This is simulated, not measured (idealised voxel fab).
process module | voxel transistor to metal
cross-section cut | 165 nm wide | cells 5 nm
A cross-section is a grid of square cells, given in bands from the top down. A band is one or more rows of cells.
Each band's line starts with the height of the band's top and of its bottom, in nm. Then come its materials from left to right, each with its width in nm. One material with "throughout" fills the band from edge to edge. "air" is empty space.
Height 0 is the level under which the wafer as received is all one material. The lowest band goes on downwards, as in "0 down".
A width such as "30 to 40" changes by the same amount from each row of cells to the next, from the band's top row to its bottom row.
"no change" after a step means that no cell of the cross-section changed.
closed voids: empty space of 8 cells or more with no open way to the top, each as width x height at its distance from the left edge, in nm
after a step's settings: what the simulator itself notes on the step
overlay nm, on a step with a mask: how far to the right of its planned place the mask lay; to the left if negative
plan
1 op RECEIVE | material Si
2 op CONFORMAL_DEP | material SiO2 | thk nm 5
3 op CONFORMAL_DEP | material SiN | thk nm 10
4 op DIRECTIONAL_DEP | material aC | thk nm 15
5 op PATTERN | tone cover | mask id ACTIVE | material resist | width nm 95 | thk nm 30 | overlay nm 0
6 op DIRECTIONAL_ETCH | etch materials aC | depth nm 15
7 op STRIP | etch materials resist
8 op DIRECTIONAL_ETCH | etch materials SiN | depth nm 10
9 op DIRECTIONAL_ETCH | etch materials SiO2 | depth nm 5
10 op DIRECTIONAL_ETCH | etch materials Si | depth nm 20
11 op STRIP | etch materials aC
12 op OXIDIZE | depth nm 5
13 op FILL_DEP | material SiO2 | thk nm 15
14 op CMP | height nm 15
15 op SELECTIVE_ETCH | etch materials SiO2 | depth nm 5
16 op STRIP | etch materials SiN
17 op SELECTIVE_ETCH | etch materials SiO2 | depth nm 5
18 op OXIDIZE | depth nm 5
19 op DIRECTIONAL_DEP | material polySi | thk nm 20
20 op DIRECTIONAL_DEP | material SiCN | thk nm 15
21 op PATTERN | tone cover | mask id GATE | material resist | width nm 15 | thk nm 20 | overlay nm 0
22 op DIRECTIONAL_ETCH | etch materials SiCN | depth nm 25
23 op DIRECTIONAL_ETCH | etch materials polySi | depth nm 30
24 op STRIP | etch materials resist
25 op CONFORMAL_DEP | material SiN | thk nm 5
26 op DIRECTIONAL_ETCH | etch materials SiN | depth nm 5
27 op DIRECTIONAL_ETCH | etch materials SiO2 | depth nm 5
28 op EPI | material SiGe | thk nm 5
29 op FILL_DEP | material SiO2 | thk nm 10
30 op CMP | height nm 35
31 op DIRECTIONAL_DEP | material SiO2 | thk nm 10
32 op PATTERN | tone open | mask id CONTACT | material resist | width nm 20 | pitch nm 65 | thk nm 15 | overlay nm 0
33 op DIRECTIONAL_ETCH | etch materials SiO2 | depth nm 45
34 op STRIP | etch materials resist
35 op CONFORMAL_DEP | material TiN | thk nm 5
36 op FILL_DEP | material Ru | thk nm 5
37 op CMP | height nm 45
38 op DIRECTIONAL_DEP | material TiN | thk nm 5
39 op DIRECTIONAL_DEP | material Ru | thk nm 20
40 op MASKED_ETCH | tone cover | mask id METAL_1 | width nm 20 | pitch nm 65 | etch materials Ru | depth nm 20 | overlay nm 0
41 op MASKED_ETCH | tone cover | mask id METAL_1 | width nm 20 | pitch nm 65 | etch materials TiN | depth nm 5 | overlay nm 0
42 op FILL_DEP | material SiO2 | thk nm 10
43 op CMP | height nm 70
44 op CONFORMAL_DEP | material SiN | thk nm 5
first wafer, as planned
as received, after step 1
  0 down: Si throughout
  closed voids: none
after step 2
  5 to 0: SiO2 throughout
  below 0: unchanged
after step 3
  15 to 5: SiN throughout
  below 5: unchanged
after step 4
  30 to 15: aC throughout
  below 15: unchanged
after step 5
  60 to 30: air 35 | resist 95 | air 35
  below 30: unchanged
after step 6
  45 to 30: air 35 | resist 95 | air 35
  30 to 15: air 35 | aC 95 | air 35
  below 15: unchanged
after step 7
  30 to 15: air 35 | aC 95 | air 35
  below 15: unchanged
after step 8
  30 to 15: air 35 | aC 95 | air 35
  15 to 5: air 35 | SiN 95 | air 35
  below 5: unchanged
after step 9
  30 to 15: air 35 | aC 95 | air 35
  15 to 5: air 35 | SiN 95 | air 35
  5 to 0: air 35 | SiO2 95 | air 35
  below 0: unchanged
after step 10
  30 to 15: air 35 | aC 95 | air 35
  15 to 5: air 35 | SiN 95 | air 35
  5 to 0: air 35 | SiO2 95 | air 35
  0 to -20: air 35 | Si 95 | air 35
  below -20: unchanged
after step 11
  15 to 5: air 35 | SiN 95 | air 35
  below 5: unchanged
after step 12
  15 to 5: air 35 | SiN 95 | air 35
  5 to 0: air 35 | SiO2 95 | air 35
  0 to -20: air 35 | SiO2 5 | Si 85 | SiO2 5 | air 35
  -20 to -25: SiO2 40 | Si 85 | SiO2 40
  below -25: unchanged
after step 13
  30 to 15: SiO2 throughout
  15 to 5: SiO2 35 | SiN 95 | SiO2 35
  5 to 0: SiO2 throughout
  0 to -25: SiO2 40 | Si 85 | SiO2 40
  below -25: unchanged
after step 14
  15 to 5: SiO2 35 | SiN 95 | SiO2 35
  below 5: unchanged
after step 15
  15 to 10: air 35 | SiN 95 | air 35
  below 10: unchanged
after step 16
  10 to 5: SiO2 35 | air 95 | SiO2 35
  below 5: unchanged
after step 17
  5 to 0: SiO2 30 | air 105 | SiO2 30
  below 0: unchanged
after step 18
  5 to 0: SiO2 30 | air 105 | SiO2 30
  0 to -5: SiO2 throughout
  below -5: unchanged
after step 19
  25 to 20: polySi 30 | air 105 | polySi 30
  20 to 5: polySi throughout
  5 to 0: SiO2 30 | polySi 105 | SiO2 30
  below 0: unchanged
after step 20
  40 to 35: SiCN 30 | air 105 | SiCN 30
  35 to 25: SiCN throughout
  25 to 20: polySi 30 | SiCN 105 | polySi 30
  below 20: unchanged
after step 21
  60 to 40: air 75 | resist 15 | air 75
  40 to 35: SiCN 30 | air 45 | resist 15 | air 45 | SiCN 30
  below 35: unchanged
after step 22
  60 to 35: air 75 | resist 15 | air 75
  35 to 25: air 75 | SiCN 15 | air 75
  25 to 20: polySi 30 | air 45 | SiCN 15 | air 45 | polySi 30
  below 20: unchanged
after step 23
  60 to 35: air 75 | resist 15 | air 75
  35 to 20: air 75 | SiCN 15 | air 75
  20 to 5: air 75 | polySi 15 | air 75
  5 to 0: SiO2 30 | air 45 | polySi 15 | air 45 | SiO2 30
  below 0: unchanged
after step 24
  35 to 20: air 75 | SiCN 15 | air 75
  below 20: unchanged
after step 25
  40 to 35: air 70 | SiN 25 | air 70
  35 to 20: air 70 | SiN 5 | SiCN 15 | SiN 5 | air 70
  20 to 10: air 70 | SiN 5 | polySi 15 | SiN 5 | air 70
  10 to 5: SiN 35 | air 35 | SiN 5 | polySi 15 | SiN 5 | air 35 | SiN 35
  5 to 0: SiO2 30 | SiN 45 | polySi 15 | SiN 45 | SiO2 30
  below 0: unchanged
after step 26
  35 to 20: air 70 | SiN 5 | SiCN 15 | SiN 5 | air 70
  20 to 5: air 70 | SiN 5 | polySi 15 | SiN 5 | air 70
  5 to 0: SiO2 30 | SiN 5 | air 35 | SiN 5 | polySi 15 | SiN 5 | air 35 | SiN 5 | SiO2 30
  below 0: unchanged
after step 27
  35 to 20: air 70 | SiN 5 | SiCN 15 | SiN 5 | air 70
  20 to 5: air 70 | SiN 5 | polySi 15 | SiN 5 | air 70
  5 to 0: air 30 | SiN 5 | air 35 | SiN 5 | polySi 15 | SiN 5 | air 35 | SiN 5 | air 30
  0 to -5: SiO2 35 | air 35 | SiO2 25 | air 35 | SiO2 35
  below -5: unchanged
after step 28
  35 to 20: air 70 | SiN 5 | SiCN 15 | SiN 5 | air 70
  20 to 5: air 70 | SiN 5 | polySi 15 | SiN 5 | air 70
  5 to 0: air 30 | SiN 5 | air 35 | SiN 5 | polySi 15 | SiN 5 | air 35 | SiN 5 | air 30
  0 to -5: SiO2 35 | SiGe 35 | SiO2 25 | SiGe 35 | SiO2 35
  below -5: unchanged
after step 29
  45 to 35: SiO2 throughout
  35 to 20: SiO2 70 | SiN 5 | SiCN 15 | SiN 5 | SiO2 70
  20 to 5: SiO2 70 | SiN 5 | polySi 15 | SiN 5 | SiO2 70
  5 to 0: SiO2 30 | SiN 5 | SiO2 35 | SiN 5 | polySi 15 | SiN 5 | SiO2 35 | SiN 5 | SiO2 30
  below 0: unchanged
after step 30
  35 to 20: SiO2 70 | SiN 5 | SiCN 15 | SiN 5 | SiO2 70
  below 20: unchanged
after step 31
  45 to 35: SiO2 throughout
  below 35: unchanged
after step 32
  60 to 45: resist 40 | air 20 | resist 45 | air 20 | resist 40
  below 45: unchanged
after step 33
  60 to 45: resist 40 | air 20 | resist 45 | air 20 | resist 40
  45 to 35: SiO2 40 | air 20 | SiO2 45 | air 20 | SiO2 40
  35 to 20: SiO2 40 | air 20 | SiO2 10 | SiN 5 | SiCN 15 | SiN 5 | SiO2 10 | air 20 | SiO2 40
  20 to 5: SiO2 40 | air 20 | SiO2 10 | SiN 5 | polySi 15 | SiN 5 | SiO2 10 | air 20 | SiO2 40
  5 to 0: SiO2 30 | SiN 5 | SiO2 5 | air 20 | SiO2 10 | SiN 5 | polySi 15 | SiN 5 | SiO2 10 | air 20 | SiO2 5 | SiN 5 | SiO2 30
  below 0: unchanged
after step 34
  45 to 35: SiO2 40 | air 20 | SiO2 45 | air 20 | SiO2 40
  below 35: unchanged
after step 35
  50 to 45: TiN 45 | air 10 | TiN 55 | air 10 | TiN 45
  45 to 35: SiO2 40 | TiN 5 | air 10 | TiN 5 | SiO2 45 | TiN 5 | air 10 | TiN 5 | SiO2 40
  35 to 20: SiO2 40 | TiN 5 | air 10 | TiN 5 | SiO2 10 | SiN 5 | SiCN 15 | SiN 5 | SiO2 10 | TiN 5 | air 10 | TiN 5 | SiO2 40
  20 to 5: SiO2 40 | TiN 5 | air 10 | TiN 5 | SiO2 10 | SiN 5 | polySi 15 | SiN 5 | SiO2 10 | TiN 5 | air 10 | TiN 5 | SiO2 40
  5 to 0: SiO2 30 | SiN 5 | SiO2 5 | TiN 20 | SiO2 10 | SiN 5 | polySi 15 | SiN 5 | SiO2 10 | TiN 20 | SiO2 5 | SiN 5 | SiO2 30
  below 0: unchanged
after step 36
  55 to 50: Ru throughout
  50 to 45: TiN 45 | Ru 10 | TiN 55 | Ru 10 | TiN 45
  45 to 35: SiO2 40 | TiN 5 | Ru 10 | TiN 5 | SiO2 45 | TiN 5 | Ru 10 | TiN 5 | SiO2 40
  35 to 20: SiO2 40 | TiN 5 | Ru 10 | TiN 5 | SiO2 10 | SiN 5 | SiCN 15 | SiN 5 | SiO2 10 | TiN 5 | Ru 10 | TiN 5 | SiO2 40
  20 to 5: SiO2 40 | TiN 5 | Ru 10 | TiN 5 | SiO2 10 | SiN 5 | polySi 15 | SiN 5 | SiO2 10 | TiN 5 | Ru 10 | TiN 5 | SiO2 40
  below 5: unchanged
after step 37
  45 to 35: SiO2 40 | TiN 5 | Ru 10 | TiN 5 | SiO2 45 | TiN 5 | Ru 10 | TiN 5 | SiO2 40
  below 35: unchanged
after step 38
  50 to 45: TiN throughout
  below 45: unchanged
after step 39
  70 to 50: Ru throughout
  below 50: unchanged
after step 40
  70 to 50: air 40 | Ru 20 | air 45 | Ru 20 | air 40
  below 50: unchanged
after step 41
  70 to 50: air 40 | Ru 20 | air 45 | Ru 20 | air 40
  50 to 45: air 40 | TiN 20 | air 45 | TiN 20 | air 40
  below 45: unchanged
after step 42
  80 to 70: SiO2 throughout
  70 to 50: SiO2 40 | Ru 20 | SiO2 45 | Ru 20 | SiO2 40
  50 to 45: SiO2 40 | TiN 20 | SiO2 45 | TiN 20 | SiO2 40
  below 45: unchanged
after step 43
  70 to 50: SiO2 40 | Ru 20 | SiO2 45 | Ru 20 | SiO2 40
  below 50: unchanged
after step 44
  75 to 70: SiN throughout
  below 70: unchanged
second wafer: like start, like plan, one mistake. Through step 13 it matches the first wafer
when step 14 should have ended: no change
when step 15 should have ended
  25 to 15: SiO2 throughout
  below 15: unchanged
when step 16 should have ended: no change
when step 17 should have ended
  20 to 15: SiO2 throughout
  below 15: unchanged
when step 18 should have ended: no change
when step 19 should have ended
  40 to 20: polySi throughout
  below 20: unchanged
when step 20 should have ended
  55 to 40: SiCN throughout
  below 40: unchanged
when step 21 should have ended
  75 to 55: air 75 | resist 15 | air 75
  below 55: unchanged
when step 22 should have ended
  75 to 55: air 75 | resist 15 | air 75
  55 to 40: air 75 | SiCN 15 | air 75
  below 40: unchanged
when step 23 should have ended
  75 to 55: air 75 | resist 15 | air 75
  55 to 40: air 75 | SiCN 15 | air 75
  40 to 20: air 75 | polySi 15 | air 75
  below 20: unchanged
when step 24 should have ended
  55 to 40: air 75 | SiCN 15 | air 75
  below 40: unchanged
when step 25 should have ended
  60 to 55: air 70 | SiN 25 | air 70
  55 to 40: air 70 | SiN 5 | SiCN 15 | SiN 5 | air 70
  40 to 25: air 70 | SiN 5 | polySi 15 | SiN 5 | air 70
  25 to 20: SiN 75 | polySi 15 | SiN 75
  below 20: unchanged
when step 26 should have ended
  55 to 40: air 70 | SiN 5 | SiCN 15 | SiN 5 | air 70
  40 to 20: air 70 | SiN 5 | polySi 15 | SiN 5 | air 70
  below 20: unchanged
when step 27 should have ended
  55 to 40: air 70 | SiN 5 | SiCN 15 | SiN 5 | air 70
  40 to 20: air 70 | SiN 5 | polySi 15 | SiN 5 | air 70
  20 to 15: air 70 | SiO2 25 | air 70
  below 15: unchanged
when step 28 should have ended: no change
when step 29 should have ended
  65 to 55: SiO2 throughout
  55 to 40: SiO2 70 | SiN 5 | SiCN 15 | SiN 5 | SiO2 70
  40 to 20: SiO2 70 | SiN 5 | polySi 15 | SiN 5 | SiO2 70
  20 to 15: SiO2 throughout
  below 15: unchanged
when step 30 should have ended
  35 to 20: SiO2 70 | SiN 5 | polySi 15 | SiN 5 | SiO2 70
  below 20: unchanged
when step 31 should have ended
  45 to 35: SiO2 throughout
  below 35: unchanged
when step 32 should have ended
  60 to 45: resist 40 | air 20 | resist 45 | air 20 | resist 40
  below 45: unchanged
when step 33 should have ended
  60 to 45: resist 40 | air 20 | resist 45 | air 20 | resist 40
  45 to 35: SiO2 40 | air 20 | SiO2 45 | air 20 | SiO2 40
  35 to 20: SiO2 40 | air 20 | SiO2 10 | SiN 5 | polySi 15 | SiN 5 | SiO2 10 | air 20 | SiO2 40
  20 to 15: SiO2 40 | air 20 | SiO2 45 | air 20 | SiO2 40
  below 15: unchanged
when step 34 should have ended
  45 to 35: SiO2 40 | air 20 | SiO2 45 | air 20 | SiO2 40
  below 35: unchanged
when step 35 should have ended
  50 to 45: TiN 45 | air 10 | TiN 55 | air 10 | TiN 45
  45 to 35: SiO2 40 | TiN 5 | air 10 | TiN 5 | SiO2 45 | TiN 5 | air 10 | TiN 5 | SiO2 40
  35 to 20: SiO2 40 | TiN 5 | air 10 | TiN 5 | SiO2 10 | SiN 5 | polySi 15 | SiN 5 | SiO2 10 | TiN 5 | air 10 | TiN 5 | SiO2 40
  20 to 15: SiO2 40 | TiN 20 | SiO2 45 | TiN 20 | SiO2 40
  below 15: unchanged
when step 36 should have ended
  55 to 50: Ru throughout
  50 to 45: TiN 45 | Ru 10 | TiN 55 | Ru 10 | TiN 45
  45 to 35: SiO2 40 | TiN 5 | Ru 10 | TiN 5 | SiO2 45 | TiN 5 | Ru 10 | TiN 5 | SiO2 40
  35 to 20: SiO2 40 | TiN 5 | Ru 10 | TiN 5 | SiO2 10 | SiN 5 | polySi 15 | SiN 5 | SiO2 10 | TiN 5 | Ru 10 | TiN 5 | SiO2 40
  below 20: unchanged
when step 37 should have ended
  45 to 35: SiO2 40 | TiN 5 | Ru 10 | TiN 5 | SiO2 45 | TiN 5 | Ru 10 | TiN 5 | SiO2 40
  below 35: unchanged
when step 38 should have ended
  50 to 45: TiN throughout
  below 45: unchanged
when step 39 should have ended
  70 to 50: Ru throughout
  below 50: unchanged
when step 40 should have ended
  70 to 50: air 40 | Ru 20 | air 45 | Ru 20 | air 40
  below 50: unchanged
when step 41 should have ended
  70 to 50: air 40 | Ru 20 | air 45 | Ru 20 | air 40
  50 to 45: air 40 | TiN 20 | air 45 | TiN 20 | air 40
  below 45: unchanged
when step 42 should have ended
  80 to 70: SiO2 throughout
  70 to 50: SiO2 40 | Ru 20 | SiO2 45 | Ru 20 | SiO2 40
  50 to 45: SiO2 40 | TiN 20 | SiO2 45 | TiN 20 | SiO2 40
  below 45: unchanged
when step 43 should have ended
  70 to 50: SiO2 40 | Ru 20 | SiO2 45 | Ru 20 | SiO2 40
  below 50: unchanged
when step 44 should have ended
  75 to 70: SiN throughout
  below 70: unchanged
what went wrong: step 14 was left out
at the end the second wafer has, in cells: 12 fewer of Ru | 17 more of Si | 9 fewer of SiCN | 14 fewer of SiGe | 28 more of SiN | 5 more of SiO2 | 12 fewer of TiN | 3 fewer of polySi
